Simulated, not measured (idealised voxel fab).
The document below concerns the process module designated voxel capacitor over wiring.
This is section cut - it's 245 nm across, gridded in 5 nm square cells.
Cross-section format: a grid of square cells, given as bands from top to bottom; each band is one or more rows of cells.
Top, bottom (nm), then materials left to right with widths (nm); lone material tagged "full width" fills the whole band edge to edge; "blank" = empty space.
Counting heights begins at 0, where everything beneath is, in the wafer as received, one material. The lowest band has no bottom; it goes on downwards, as "0..down" shows.
Per-row width for "30->40": begins at first number (top row of band), ends at second number (bottom row), increment between rows held constant.
Basically "identical to before" means that step didn't change any cell in the cross-section.
"Sealed internal cavities" lists enclosed empty spaces (at least 8 cells, no open path upward to the top), each as width x height at distance from the left edge, in nm.
Heads up: the bit after the settings on a step's line is the simulator's remark on that step.
For masked steps, "overlay nm" on the step line gives how far right of plan the mask actually lay; a minus sign means it lay to the left.
Steps planned for the process:
1. RECEIVE (material Si)
2. CONFORMAL_DEP (material SiO2; thk nm 15)
3. CONFORMAL_DEP (material SiCN; thk nm 5)
4. DIRECTIONAL_DEP (material SiO2; thk nm 25)
5. DIRECTIONAL_DEP (material aC; thk nm 15)
6. PATTERN (tone open; mask id METAL_1; material resist; width nm 25; pitch nm 80; thk nm 30; overlay nm 0)
7. DIRECTIONAL_ETCH (etch materials aC; depth nm 15)
8. STRIP (etch materials resist)
9. DIRECTIONAL_ETCH (etch materials SiO2; depth nm 25)
10. DIRECTIONAL_ETCH (etch materials SiCN; depth nm 5)
11. STRIP (etch materials aC)
12. CONFORMAL_DEP (material TiN; thk nm 5)
13. FILL_DEP (material Cu; thk nm 5)
14. CMP (height nm 45)
15. CONFORMAL_DEP (material SiCN; thk nm 5)
16. DIRECTIONAL_DEP (material SiO2; thk nm 10)
17. DIRECTIONAL_DEP (material aC; thk nm 10)
18. PATTERN (tone open; mask id PLUG_1; material resist; width nm 15; thk nm 25; overlay nm 0)
19. DIRECTIONAL_ETCH (etch materials aC; depth nm 10)
20. STRIP (etch materials resist)
21. DIRECTIONAL_ETCH (etch materials SiO2; depth nm 10)
22. DIRECTIONAL_ETCH (etch materials SiCN; depth nm 5)
23. STRIP (etch materials aC)
24. CONFORMAL_DEP (material TiN; thk nm 5)
25. FILL_DEP (material Ru; thk nm 5)
26. CMP (height nm 60)
27. DIRECTIONAL_DEP (material TiN; thk nm 10)
28. DIRECTIONAL_DEP (material HfO2; thk nm 5)
29. DIRECTIONAL_DEP (material TiN; thk nm 5)
30. DIRECTIONAL_DEP (material aC; thk nm 15)
31. PATTERN (tone cover; mask id UPPER_PLATE; material resist; width nm 60; thk nm 30; overlay nm 0)
32. DIRECTIONAL_ETCH (etch materials aC; depth nm 15)
33. STRIP (etch materials resist)
34. DIRECTIONAL_ETCH (etch materials TiN; depth nm 5)
35. DIRECTIONAL_ETCH (etch materials HfO2; depth nm 5)
36. STRIP (etch materials aC)
37. PATTERN (tone cover; mask id LOWER_PLATE; material resist; width nm 70; thk nm 20; overlay nm 0)
38. DIRECTIONAL_ETCH (etch materials TiN; depth nm 10)
39. STRIP (etch materials resist)
40. FILL_DEP (material SiO2; thk nm 20)
41. CMP (height nm 95)
42. PATTERN (tone open; mask id PLUG_2; material resist; width nm 15; thk nm 20; overlay nm 0)
43. DIRECTIONAL_ETCH (etch materials SiO2; depth nm 15)
44. STRIP (etch materials resist)
45. CONFORMAL_DEP (material TiN; thk nm 5)
46. FILL_DEP (material Ru; thk nm 5)
47. CMP (height nm 95)
48. CONFORMAL_DEP (material SiCN; thk nm 5)
As-received state of the wafer in cross-section, equivalent to post-step 1:
  0..down: Si full width
  Sealed internal cavities: none
Figure: cross-sectional view of the wafer upon completion of the module, processed from the initial state and according to the plan depicted above, with one error introduced during execution:
  100..95: SiCN full width
  95..85: SiO2 90 nm, then TiN 5 nm, then Ru 5 nm, then TiN 5 nm, then SiO2 140 nm
  85..75: SiO2 90->80 nm, then TiN 15->60 nm, then SiO2 140->105 nm
  75..70: SiO2 80 nm, then HfO2 60 nm, then SiO2 105 nm
  70..60: SiO2 75 nm, then TiN 70 nm, then SiO2 100 nm
  60..50: SiO2 80 nm, then TiN 5 nm, then Ru 5 nm, then TiN 5 nm, then SiO2 150 nm
  50..45: SiCN 80 nm, then TiN 15 nm, then SiCN 150 nm
  45..35: SiO2 70 nm, then TiN 5 nm, then Cu 15 nm, then TiN 5 nm, then SiO2 55 nm, then TiN 5 nm, then Cu 15 nm, then TiN 5 nm, then SiO2 70 nm
  35..30: SiCN 70 nm, then TiN 25 nm, then SiCN 55 nm, then TiN 25 nm, then SiCN 70 nm
  30..0: SiO2 full width
  0..down: Si full width
  Sealed internal cavities: none
Run error: step 2 of the plan was executed twice over
